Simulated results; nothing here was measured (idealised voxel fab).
Name of the process module below: voxel wiring stack
Cross-sectional view cut (width: 175 nm; square cell size: 5 nm).
Throughout this document, each cross-section is represented as a grid of square cells and is presented as a sequence of bands enumerated from the top downward, where a band comprises one or more rows of cells. Top height, bottom height, nm. Materials left to right, width each, nm. Single material + "all across" = fills band edge to edge. "blank" = empty. We count height from 0. Below that, the starting wafer is all one material. The lowest band never ends at the bottom but goes on down; see "0..down" for how that is written. When a width is written as two numbers, as in "30->40", the first number is the width in the top row of cells of the band and the second is the width in its bottom row, and the width changes by the same amount from each row to the next. Where a step carries "all unchanged", the cross-section came out of it unchanged, cell for cell. "Closed void inventory" specifies each empty space that is not open to the top and that occupies no fewer than 8 cells, using the form width x height at distance, the distance measured from the left edge and all three quantities in nm. Note: text after step settings on the step line = simulator remark on that step. Each step line may optionally specify "overlay nm", which for a step with a mask gives the rightward distance between the mask's planned place and where it lay, a negative value indicating the leftward direction.

### Process steps (planned)
1. RECEIVE | material Si
2. CONFORMAL_DEP | material SiO2 | thk nm 15
3. DIRECTIONAL_DEP | material TiN | thk nm 5
4. DIRECTIONAL_DEP | material Ru | thk nm 20
5. PATTERN | tone cover | mask id METAL_1 | material resist | width nm 25 | pitch nm 50 | thk nm 20 | overlay nm 0
6. DIRECTIONAL_ETCH | etch materials Ru | depth nm 20
7. DIRECTIONAL_ETCH | etch materials TiN | depth nm 5
8. STRIP | etch materials resist
9. CONFORMAL_DEP | material SiN | thk nm 5
10. FILL_DEP | material lowk | thk nm 10
11. CMP | height nm 40
12. CONFORMAL_DEP | material SiCN | thk nm 5
13. DIRECTIONAL_DEP | material lowk | thk nm 30
14. PATTERN | tone open | mask id METAL_2 | material resist | width nm 25 | pitch nm 50 | thk nm 15 | overlay nm 0
15. DIRECTIONAL_ETCH | etch materials lowk | depth nm 15
16. STRIP | etch materials resist
17. DIRECTIONAL_DEP | material aC | thk nm 15
18. PATTERN | tone open | mask id METAL_2_HOLES | material resist | width nm 15 | pitch nm 50 | thk nm 35 | overlay nm 0
19. DIRECTIONAL_ETCH | etch materials aC | depth nm 15
20. STRIP | etch materials resist
21. DIRECTIONAL_ETCH | etch materials lowk | depth nm 15
22. DIRECTIONAL_ETCH | etch materials SiCN | depth nm 5
23. STRIP | etch materials aC
24. CONFORMAL_DEP | material TiN | thk nm 5
25. FILL_DEP | material Cu | thk nm 5
26. CMP | height nm 75
27. CONFORMAL_DEP | material SiCN | thk nm 5

### Delivered wafer in cross-section: state after step 1
- 0..down  Si all across
- Closed void inventory: none

### a wafer at the end: this start, this plan, one mistake
- 80..75  SiCN all across
- 75..65  lowk (25)  TiN (5)  Cu (15)  TiN (5)  lowk (25)  TiN (5)  Cu (15)  TiN (5)  lowk (25)  TiN (5)  Cu (15)  TiN (5)  lowk (25)
- 65..60  lowk (25)  TiN (5)  Cu (5)  TiN (15)  lowk (25)  TiN (5)  Cu (5)  TiN (15)  lowk (25)  TiN (5)  Cu (5)  TiN (15)  lowk (25)
- 60..45  lowk (25)  TiN (5)  Cu (5)  TiN (5)  lowk (35)  TiN (5)  Cu (5)  TiN (5)  lowk (35)  TiN (5)  Cu (5)  TiN (5)  lowk (35)
- 45..40  SiCN (25)  TiN (15)  SiCN (35)  TiN (15)  SiCN (35)  TiN (15)  SiCN (35)
- 40..25  lowk (20)  SiN (5)  Ru (25)  SiN (5)  lowk (15)  SiN (5)  Ru (25)  SiN (5)  lowk (15)  SiN (5)  Ru (25)  SiN (5)  lowk (20)
- 25..20  SiN (25)  Ru (25)  SiN (25)  Ru (25)  SiN (25)  Ru (25)  SiN (25)
- 20..0  SiO2 all across
- 0..down  Si all across
- Closed void inventory: none
Misprocessing identified: step 3: run off-plan, actual operation and settings DIRECTIONAL_DEP | material SiO2 | thk nm 5
